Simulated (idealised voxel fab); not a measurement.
This is a process module. Its name is voxel wiring stack.
Cross-section cut spans 215 nm and uses square cells 5 nm in size.
Heads up, the way a cross-section reads in here is a grid of square cells, handed over as bands from the top down, with every band being one or more rows of cells.
This entry defines a band. It first specifies the height of the band's top and the height of its bottom in nm, and then specifies the band's materials from left to right, stating each material with its width in nm. The word "full width" identifies a single material that fills the band from edge to edge, while the word "empty" identifies empty space.
For the purposes of this specification, 0 denotes the height below which the wafer in its as-received condition is composed wholly of one material, and the lowermost band, lacking a lower limit, extends downward without end, as expressed in "top 0, no bottom".
The notation "30..40" denotes a width that varies across the rows of cells in the band, beginning at the first number in the top row, finishing at the second number in the bottom row, and changing by an identical amount from each row to the next.
"changes: none" after a step means that no cell of the cross-section changed.
"Enclosed internal cavities" lists enclosed empty spaces (at least 8 cells, no open path upward to the top), each as width x height at distance from the left edge, in nm.
after a step's settings: what the simulator itself notes on the step
A step line may carry the setting "overlay nm", which, for steps involving a mask, states the distance by which the mask lay to the right of its intended position; negative values denote displacement to the left.

**These are the steps we planned for the process**
- 1: RECEIVE, material Si
- 2: CONFORMAL_DEP, material SiO2, thk nm 15
- 3: DIRECTIONAL_DEP, material TiN, thk nm 5
- 4: DIRECTIONAL_DEP, material Ru, thk nm 20
- 5: DIRECTIONAL_DEP, material aC, thk nm 10
- 6: PATTERN, tone cover, mask id METAL_1, material resist, width nm 25, pitch nm 50, thk nm 30, overlay nm 0
- 7: DIRECTIONAL_ETCH, etch materials aC, depth nm 10
- 8: STRIP, etch materials resist
- 9: DIRECTIONAL_ETCH, etch materials Ru, depth nm 20
- 10: DIRECTIONAL_ETCH, etch materials TiN, depth nm 5
- 11: STRIP, etch materials aC
- 12: FILL_DEP, material SiO2, thk nm 10
- 13: CMP, height nm 40
- 14: CONFORMAL_DEP, material SiCN, thk nm 5
- 15: DIRECTIONAL_DEP, material SiO2, thk nm 20
- 16: MASKED_ETCH, tone open, mask id PLUG_1, width nm 15, pitch nm 50, etch materials SiO2, depth nm 20, overlay nm 0
- 17: MASKED_ETCH, tone open, mask id PLUG_1, width nm 15, pitch nm 50, etch materials SiCN, depth nm 5, overlay nm 0
- 18: EPI, material Ru, thk nm 10
- 19: EPI, material Ru, thk nm 10
- 20: EPI, material Ru, thk nm 5
- 21: DIRECTIONAL_DEP, material TiN, thk nm 5
- 22: DIRECTIONAL_DEP, material Ru, thk nm 15
- 23: DIRECTIONAL_DEP, material aC, thk nm 10
- 24: PATTERN, tone cover, mask id METAL_2, material resist, width nm 25, pitch nm 50, thk nm 30, overlay nm 0
- 25: DIRECTIONAL_ETCH, etch materials aC, depth nm 10
- 26: STRIP, etch materials resist
- 27: DIRECTIONAL_ETCH, etch materials Ru, depth nm 15
- 28: DIRECTIONAL_ETCH, etch materials TiN, depth nm 5
- 29: STRIP, etch materials aC
- 30: FILL_DEP, material SiO2, thk nm 5
- 31: CMP, height nm 85
- 32: CONFORMAL_DEP, material SiCN, thk nm 5
- 33: DIRECTIONAL_DEP, material lowk, thk nm 10
- 34: MASKED_ETCH, tone open, mask id PLUG_2, width nm 15, pitch nm 50, etch materials lowk, depth nm 10, overlay nm 0
- 35: MASKED_ETCH, tone open, mask id PLUG_2, width nm 15, pitch nm 50, etch materials SiCN, depth nm 5, overlay nm 0
- 36: CONFORMAL_DEP, material TiN, thk nm 5
- 37: FILL_DEP, material W, thk nm 5
- 38: CMP, height nm 100
- 39: CONFORMAL_DEP, material SiN, thk nm 5
- 40: DIRECTIONAL_DEP, material SiO2, thk nm 25
- 41: PATTERN, tone open, mask id METAL_3, material resist, width nm 25, pitch nm 50, thk nm 20, overlay nm 0
- 42: DIRECTIONAL_ETCH, etch materials SiO2, depth nm 25
- 43: DIRECTIONAL_ETCH, etch materials SiN, depth nm 5
- 44: STRIP, etch materials resist
- 45: CONFORMAL_DEP, material TiN, thk nm 5
- 46: FILL_DEP, material Cu, thk nm 5
- 47: CMP, height nm 130
- 48: CONFORMAL_DEP, material SiCN, thk nm 5
- 49: DIRECTIONAL_DEP, material SiO2, thk nm 20
- 50: MASKED_ETCH, tone open, mask id PLUG_3, width nm 15, etch materials SiO2, depth nm 20, overlay nm 0
- 51: MASKED_ETCH, tone open, mask id PLUG_3, width nm 15, etch materials SiCN, depth nm 5, overlay nm 0
- 52: EPI, material Ru, thk nm 10
- 53: EPI, material Ru, thk nm 10
- 54: EPI, material Ru, thk nm 5
- 55: CONFORMAL_DEP, material SiCN, thk nm 5
- 56: DIRECTIONAL_DEP, material lowk, thk nm 25
- 57: MASKED_ETCH, tone open, mask id METAL_4, width nm 25, pitch nm 50, etch materials lowk, depth nm 25, overlay nm 0
- 58: MASKED_ETCH, tone open, mask id METAL_4, width nm 25, pitch nm 50, etch materials SiCN, depth nm 5, overlay nm 0
- 59: CONFORMAL_DEP, material TiN, thk nm 5
- 60: FILL_DEP, material Cu, thk nm 10
- 61: CMP, height nm 185
- 62: CONFORMAL_DEP, material SiN, thk nm 5

**First wafer, two in total, run as planned**

**Step 1 complete: cross-section of the wafer as received**
- top 0, no bottom = Si full width
- Enclosed internal cavities: none

**Once step 2 is through, the wafer looks like this in cross-section**
- top 15, bottom 0 = SiO2 full width
- At heights below 0, the structure remains unaltered.

**Once step 3 is through, the wafer looks like this in cross-section**
- top 20, bottom 15 = TiN full width
- At heights below 15, the structure remains unaltered.

**Once step 4 is through, the wafer looks like this in cross-section**
- top 40, bottom 20 = Ru full width
- At heights below 20, the structure remains unaltered.

**Once step 5 is through, the wafer looks like this in cross-section**
- top 50, bottom 40 = aC full width
- At heights below 40, the structure remains unaltered.

**Once step 6 is through, the wafer looks like this in cross-section**
- top 80, bottom 50 = empty: 70 | resist: 25 | empty: 25 | resist: 25 | empty: 70
- At heights below 50, the structure remains unaltered.

**Once step 7 is through, the wafer looks like this in cross-section**
- top 70, bottom 50 = empty: 70 | resist: 25 | empty: 25 | resist: 25 | empty: 70
- top 50, bottom 40 = empty: 70 | aC: 25 | empty: 25 | aC: 25 | empty: 70
- At heights below 40, the structure remains unaltered.

**Once step 8 is through, the wafer looks like this in cross-section**
- top 50, bottom 40 = empty: 70 | aC: 25 | empty: 25 | aC: 25 | empty: 70
- At heights below 40, the structure remains unaltered.

**Once step 9 is through, the wafer looks like this in cross-section**
- top 50, bottom 40 = empty: 70 | aC: 25 | empty: 25 | aC: 25 | empty: 70
- top 40, bottom 20 = empty: 70 | Ru: 25 | empty: 25 | Ru: 25 | empty: 70
- At heights below 20, the structure remains unaltered.

**Once step 10 is through, the wafer looks like this in cross-section**
- top 50, bottom 40 = empty: 70 | aC: 25 | empty: 25 | aC: 25 | empty: 70
- top 40, bottom 20 = empty: 70 | Ru: 25 | empty: 25 | Ru: 25 | empty: 70
- top 20, bottom 15 = empty: 70 | TiN: 25 | empty: 25 | TiN: 25 | empty: 70
- At heights below 15, the structure remains unaltered.

**Once step 11 is through, the wafer looks like this in cross-section**
- top 40, bottom 20 = empty: 70 | Ru: 25 | empty: 25 | Ru: 25 | empty: 70
- At heights below 20, the structure remains unaltered.

**Once step 12 is through, the wafer looks like this in cross-section**
- top 50, bottom 40 = SiO2 full width
- top 40, bottom 20 = SiO2: 70 | Ru: 25 | SiO2: 25 | Ru: 25 | SiO2: 70
- top 20, bottom 15 = SiO2: 70 | TiN: 25 | SiO2: 25 | TiN: 25 | SiO2: 70
- At heights below 15, the structure remains unaltered.

**Once step 13 is through, the wafer looks like this in cross-section**
- top 40, bottom 20 = SiO2: 70 | Ru: 25 | SiO2: 25 | Ru: 25 | SiO2: 70
- At heights below 20, the structure remains unaltered.

**Once step 14 is through, the wafer looks like this in cross-section**
- top 45, bottom 40 = SiCN full width
- At heights below 40, the structure remains unaltered.

**Once step 15 is through, the wafer looks like this in cross-section**
- top 65, bottom 45 = SiO2 full width
- At heights below 45, the structure remains unaltered.

**Once step 16 is through, the wafer looks like this in cross-section**
- top 65, bottom 45 = SiO2: 70 | empty: 15 | SiO2: 35 | empty: 15 | SiO2: 80
- At heights below 45, the structure remains unaltered.

**Once step 17 is through, the wafer looks like this in cross-section**
- top 65, bottom 45 = SiO2: 70 | empty: 15 | SiO2: 35 | empty: 15 | SiO2: 80
- top 45, bottom 40 = SiCN: 70 | empty: 15 | SiCN: 35 | empty: 15 | SiCN: 80
- At heights below 40, the structure remains unaltered.

**Once step 18 is through, the wafer looks like this in cross-section**
- top 65, bottom 50 = SiO2: 70 | empty: 15 | SiO2: 35 | empty: 15 | SiO2: 80
- top 50, bottom 45 = SiO2: 70 | Ru: 15 | SiO2: 35 | Ru: 15 | SiO2: 80
- top 45, bottom 40 = SiCN: 70 | Ru: 15 | SiCN: 35 | Ru: 15 | SiCN: 80
- At heights below 40, the structure remains unaltered.

**Once step 19 is through, the wafer looks like this in cross-section**
- top 65, bottom 60 = SiO2: 70 | empty: 15 | SiO2: 35 | empty: 15 | SiO2: 80
- top 60, bottom 45 = SiO2: 70 | Ru: 15 | SiO2: 35 | Ru: 15 | SiO2: 80
- At heights below 45, the structure remains unaltered.

**Once step 20 is through, the wafer looks like this in cross-section**
- top 65, bottom 45 = SiO2: 70 | Ru: 15 | SiO2: 35 | Ru: 15 | SiO2: 80
- At heights below 45, the structure remains unaltered.

**Once step 21 is through, the wafer looks like this in cross-section**
- top 70, bottom 65 = TiN full width
- At heights below 65, the structure remains unaltered.

**Once step 22 is through, the wafer looks like this in cross-section**
- top 85, bottom 70 = Ru full width
- At heights below 70, the structure remains unaltered.

**Once step 23 is through, the wafer looks like this in cross-section**
- top 95, bottom 85 = aC full width
- At heights below 85, the structure remains unaltered.

**Once step 24 is through, the wafer looks like this in cross-section**
- top 125, bottom 95 = empty: 70 | resist: 25 | empty: 25 | resist: 25 | empty: 70
- At heights below 95, the structure remains unaltered.

**Once step 25 is through, the wafer looks like this in cross-section**
- top 115, bottom 95 = empty: 70 | resist: 25 | empty: 25 | resist: 25 | empty: 70
- top 95, bottom 85 = empty: 70 | aC: 25 | empty: 25 | aC: 25 | empty: 70
- At heights below 85, the structure remains unaltered.

**Once step 26 is through, the wafer looks like this in cross-section**
- top 95, bottom 85 = empty: 70 | aC: 25 | empty: 25 | aC: 25 | empty: 70
- At heights below 85, the structure remains unaltered.

**Once step 27 is through, the wafer looks like this in cross-section**
- top 95, bottom 85 = empty: 70 | aC: 25 | empty: 25 | aC: 25 | empty: 70
- top 85, bottom 70 = empty: 70 | Ru: 25 | empty: 25 | Ru: 25 | empty: 70
- At heights below 70, the structure remains unaltered.

**Once step 28 is through, the wafer looks like this in cross-section**
- top 95, bottom 85 = empty: 70 | aC: 25 | empty: 25 | aC: 25 | empty: 70
- top 85, bottom 70 = empty: 70 | Ru: 25 | empty: 25 | Ru: 25 | empty: 70
- top 70, bottom 65 = empty: 70 | TiN: 25 | empty: 25 | TiN: 25 | empty: 70
- At heights below 65, the structure remains unaltered.

**Once step 29 is through, the wafer looks like this in cross-section**
- top 85, bottom 70 = empty: 70 | Ru: 25 | empty: 25 | Ru: 25 | empty: 70
- At heights below 70, the structure remains unaltered.

**Once step 30 is through, the wafer looks like this in cross-section**
- top 90, bottom 85 = SiO2 full width
- top 85, bottom 70 = SiO2: 70 | Ru: 25 | SiO2: 25 | Ru: 25 | SiO2: 70
- top 70, bottom 65 = SiO2: 70 | TiN: 25 | SiO2: 25 | TiN: 25 | SiO2: 70
- At heights below 65, the structure remains unaltered.

**Once step 31 is through, the wafer looks like this in cross-section**
- top 85, bottom 70 = SiO2: 70 | Ru: 25 | SiO2: 25 | Ru: 25 | SiO2: 70
- At heights below 70, the structure remains unaltered.

**Once step 32 is through, the wafer looks like this in cross-section**
- top 90, bottom 85 = SiCN full width
- At heights below 85, the structure remains unaltered.

**Once step 33 is through, the wafer looks like this in cross-section**
- top 100, bottom 90 = lowk full width
- At heights below 90, the structure remains unaltered.

**Once step 34 is through, the wafer looks like this in cross-section**
- top 100, bottom 90 = lowk: 70 | empty: 15 | lowk: 35 | empty: 15 | lowk: 80
- At heights below 90, the structure remains unaltered.

**Once step 35 is through, the wafer looks like this in cross-section**
- top 100, bottom 90 = lowk: 70 | empty: 15 | lowk: 35 | empty: 15 | lowk: 80
- top 90, bottom 85 = SiCN: 70 | empty: 15 | SiCN: 35 | empty: 15 | SiCN: 80
- At heights below 85, the structure remains unaltered.

**Once step 36 is through, the wafer looks like this in cross-section**
- top 105, bottom 100 = TiN: 75 | empty: 5 | TiN: 45 | empty: 5 | TiN: 85
- top 100, bottom 90 = lowk: 70 | TiN: 5 | empty: 5 | TiN: 5 | lowk: 35 | TiN: 5 | empty: 5 | TiN: 5 | lowk: 80
- top 90, bottom 85 = SiCN: 70 | TiN: 15 | SiCN: 35 | TiN: 15 | SiCN: 80
- At heights below 85, the structure remains unaltered.

**Once step 37 is through, the wafer looks like this in cross-section**
- top 110, bottom 105 = W full width
- top 105, bottom 100 = TiN: 75 | W: 5 | TiN: 45 | W: 5 | TiN: 85
- top 100, bottom 90 = lowk: 70 | TiN: 5 | W: 5 | TiN: 5 | lowk: 35 | TiN: 5 | W: 5 | TiN: 5 | lowk: 80
- At heights below 90, the structure remains unaltered.

**Once step 38 is through, the wafer looks like this in cross-section**
- top 100, bottom 90 = lowk: 70 | TiN: 5 | W: 5 | TiN: 5 | lowk: 35 | TiN: 5 | W: 5 | TiN: 5 | lowk: 80
- At heights below 90, the structure remains unaltered.

**Once step 39 is through, the wafer looks like this in cross-section**
- top 105, bottom 100 = SiN full width
- At heights below 100, the structure remains unaltered.

**Once step 40 is through, the wafer looks like this in cross-section**
- top 130, bottom 105 = SiO2 full width
- At heights below 105, the structure remains unaltered.

**Once step 41 is through, the wafer looks like this in cross-section**
- top 150, bottom 130 = resist: 70 | empty: 25 | resist: 25 | empty: 25 | resist: 70
- At heights below 130, the structure remains unaltered.

**Once step 42 is through, the wafer looks like this in cross-section**
- top 150, bottom 130 = resist: 70 | empty: 25 | resist: 25 | empty: 25 | resist: 70
- top 130, bottom 105 = SiO2: 70 | empty: 25 | SiO2: 25 | empty: 25 | SiO2: 70
- At heights below 105, the structure remains unaltered.

**Once step 43 is through, the wafer looks like this in cross-section**
- top 150, bottom 130 = resist: 70 | empty: 25 | resist: 25 | empty: 25 | resist: 70
- top 130, bottom 105 = SiO2: 70 | empty: 25 | SiO2: 25 | empty: 25 | SiO2: 70
- top 105, bottom 100 = SiN: 70 | empty: 25 | SiN: 25 | empty: 25 | SiN: 70
- At heights below 100, the structure remains unaltered.

**Once step 44 is through, the wafer looks like this in cross-section**
- top 130, bottom 105 = SiO2: 70 | empty: 25 | SiO2: 25 | empty: 25 | SiO2: 70
- At heights below 105, the structure remains unaltered.

**Once step 45 is through, the wafer looks like this in cross-section**
- top 135, bottom 130 = TiN: 75 | empty: 15 | TiN: 35 | empty: 15 | TiN: 75
- top 130, bottom 105 = SiO2: 70 | TiN: 5 | empty: 15 | TiN: 5 | SiO2: 25 | TiN: 5 | empty: 15 | TiN: 5 | SiO2: 70
- top 105, bottom 100 = SiN: 70 | TiN: 25 | SiN: 25 | TiN: 25 | SiN: 70
- At heights below 100, the structure remains unaltered.

**Once step 46 is through, the wafer looks like this in cross-section**
- top 140, bottom 135 = Cu full width
- top 135, bottom 130 = TiN: 75 | Cu: 15 | TiN: 35 | Cu: 15 | TiN: 75
- top 130, bottom 105 = SiO2: 70 | TiN: 5 | Cu: 15 | TiN: 5 | SiO2: 25 | TiN: 5 | Cu: 15 | TiN: 5 | SiO2: 70
- At heights below 105, the structure remains unaltered.

**Once step 47 is through, the wafer looks like this in cross-section**
- top 130, bottom 105 = SiO2: 70 | TiN: 5 | Cu: 15 | TiN: 5 | SiO2: 25 | TiN: 5 | Cu: 15 | TiN: 5 | SiO2: 70
- At heights below 105, the structure remains unaltered.

**Once step 48 is through, the wafer looks like this in cross-section**
- top 135, bottom 130 = SiCN full width
- At heights below 130, the structure remains unaltered.

**Once step 49 is through, the wafer looks like this in cross-section**
- top 155, bottom 135 = SiO2 full width
- At heights below 135, the structure remains unaltered.

**Once step 50 is through, the wafer looks like this in cross-section**
- top 155, bottom 135 = SiO2: 70 | empty: 15 | SiO2: 130
- At heights below 135, the structure remains unaltered.

**Once step 51 is through, the wafer looks like this in cross-section**
- top 155, bottom 135 = SiO2: 70 | empty: 15 | SiO2: 130
- top 135, bottom 130 = SiCN: 70 | empty: 15 | SiCN: 130
- At heights below 130, the structure remains unaltered.

**Once step 52 is through, the wafer looks like this in cross-section**
- top 155, bottom 140 = SiO2: 70 | empty: 15 | SiO2: 130
- top 140, bottom 135 = SiO2: 70 | Ru: 15 | SiO2: 130
- top 135, bottom 130 = SiCN: 70 | Ru: 15 | SiCN: 130
- At heights below 130, the structure remains unaltered.

**Once step 53 is through, the wafer looks like this in cross-section**
- top 155, bottom 150 = SiO2: 70 | empty: 15 | SiO2: 130
- top 150, bottom 135 = SiO2: 70 | Ru: 15 | SiO2: 130
- At heights below 135, the structure remains unaltered.

**Once step 54 is through, the wafer looks like this in cross-section**
- top 155, bottom 135 = SiO2: 70 | Ru: 15 | SiO2: 130
- At heights below 135, the structure remains unaltered.

**Once step 55 is through, the wafer looks like this in cross-section**
- top 160, bottom 155 = SiCN full width
- At heights below 155, the structure remains unaltered.

**Once step 56 is through, the wafer looks like this in cross-section**
- top 185, bottom 160 = lowk full width
- At heights below 160, the structure remains unaltered.

**Once step 57 is through, the wafer looks like this in cross-section**
- top 185, bottom 160 = lowk: 70 | empty: 25 | lowk: 25 | empty: 25 | lowk: 70
- At heights below 160, the structure remains unaltered.

**Once step 58 is through, the wafer looks like this in cross-section**
- top 185, bottom 160 = lowk: 70 | empty: 25 | lowk: 25 | empty: 25 | lowk: 70
- top 160, bottom 155 = SiCN: 70 | empty: 25 | SiCN: 25 | empty: 25 | SiCN: 70
- At heights below 155, the structure remains unaltered.

**Once step 59 is through, the wafer looks like this in cross-section**
- top 190, bottom 185 = TiN: 75 | empty: 15 | TiN: 35 | empty: 15 | TiN: 75
- top 185, bottom 160 = lowk: 70 | TiN: 5 | empty: 15 | TiN: 5 | lowk: 25 | TiN: 5 | empty: 15 | TiN: 5 | lowk: 70
- top 160, bottom 155 = SiCN: 70 | TiN: 25 | SiCN: 25 | TiN: 25 | SiCN: 70
- At heights below 155, the structure remains unaltered.

**Once step 60 is through, the wafer looks like this in cross-section**
- top 200, bottom 190 = Cu full width
- top 190, bottom 185 = TiN: 75 | Cu: 15 | TiN: 35 | Cu: 15 | TiN: 75
- top 185, bottom 160 = lowk: 70 | TiN: 5 | Cu: 15 | TiN: 5 | lowk: 25 | TiN: 5 | Cu: 15 | TiN: 5 | lowk: 70
- At heights below 160, the structure remains unaltered.

**Once step 61 is through, the wafer looks like this in cross-section**
- top 185, bottom 160 = lowk: 70 | TiN: 5 | Cu: 15 | TiN: 5 | lowk: 25 | TiN: 5 | Cu: 15 | TiN: 5 | lowk: 70
- At heights below 160, the structure remains unaltered.

**Once step 62 is through, the wafer looks like this in cross-section**
- top 190, bottom 185 = SiN full width
- At heights below 185, the structure remains unaltered.

**Now the other wafer: same start, same recipe, but we messed up one thing when running it. Up to and including step 49 it's the same as the first one**

**X-section, second wafer, when step 50 was due to finish**
- top 155, bottom 135 = SiO2: 65 | empty: 25 | SiO2: 125
- At heights below 135, the structure remains unaltered.

**X-section, second wafer, when step 51 was due to finish**
- top 155, bottom 135 = SiO2: 65 | empty: 25 | SiO2: 125
- top 135, bottom 130 = SiCN: 70 | empty: 15 | SiCN: 130
- At heights below 130, the structure remains unaltered.

**X-section, second wafer, when step 52 was due to finish**
- top 155, bottom 140 = SiO2: 65 | empty: 25 | SiO2: 125
- top 140, bottom 135 = SiO2: 65 | Ru: 25 | SiO2: 125
- top 135, bottom 130 = SiCN: 70 | Ru: 15 | SiCN: 130
- At heights below 130, the structure remains unaltered.

**X-section, second wafer, when step 53 was due to finish**
- top 155, bottom 150 = SiO2: 65 | empty: 25 | SiO2: 125
- top 150, bottom 135 = SiO2: 65 | Ru: 25 | SiO2: 125
- At heights below 135, the structure remains unaltered.

**X-section, second wafer, when step 54 was due to finish**
- top 155, bottom 135 = SiO2: 65 | Ru: 25 | SiO2: 125
- At heights below 135, the structure remains unaltered.

**X-section, second wafer, when step 55 was due to finish**
- top 160, bottom 155 = SiCN full width
- At heights below 155, the structure remains unaltered.

**X-section, second wafer, when step 56 was due to finish**
- top 185, bottom 160 = lowk full width
- At heights below 160, the structure remains unaltered.

**X-section, second wafer, when step 57 was due to finish**
- top 185, bottom 160 = lowk: 70 | empty: 25 | lowk: 25 | empty: 25 | lowk: 70
- At heights below 160, the structure remains unaltered.

**X-section, second wafer, when step 58 was due to finish**
- top 185, bottom 160 = lowk: 70 | empty: 25 | lowk: 25 | empty: 25 | lowk: 70
- top 160, bottom 155 = SiCN: 70 | empty: 25 | SiCN: 25 | empty: 25 | SiCN: 70
- At heights below 155, the structure remains unaltered.

**X-section, second wafer, when step 59 was due to finish**
- top 190, bottom 185 = TiN: 75 | empty: 15 | TiN: 35 | empty: 15 | TiN: 75
- top 185, bottom 160 = lowk: 70 | TiN: 5 | empty: 15 | TiN: 5 | lowk: 25 | TiN: 5 | empty: 15 | TiN: 5 | lowk: 70
- top 160, bottom 155 = SiCN: 70 | TiN: 25 | SiCN: 25 | TiN: 25 | SiCN: 70
- At heights below 155, the structure remains unaltered.

**X-section, second wafer, when step 60 was due to finish**
- top 200, bottom 190 = Cu full width
- top 190, bottom 185 = TiN: 75 | Cu: 15 | TiN: 35 | Cu: 15 | TiN: 75
- top 185, bottom 160 = lowk: 70 | TiN: 5 | Cu: 15 | TiN: 5 | lowk: 25 | TiN: 5 | Cu: 15 | TiN: 5 | lowk: 70
- At heights below 160, the structure remains unaltered.

**X-section, second wafer, when step 61 was due to finish**
- top 185, bottom 160 = lowk: 70 | TiN: 5 | Cu: 15 | TiN: 5 | lowk: 25 | TiN: 5 | Cu: 15 | TiN: 5 | lowk: 70
- At heights below 160, the structure remains unaltered.

**X-section, second wafer, when step 62 was due to finish**
- top 190, bottom 185 = SiN full width
- At heights below 185, the structure remains unaltered.
Run error: step 50 deviated from plan and actually ran as MASKED_ETCH, tone open, mask id PLUG_3, width nm 25, etch materials SiO2, depth nm 20, overlay nm 0
End of process, cell counts, second wafer against first, materials with more or fewer: Ru +8 | SiO2 -8
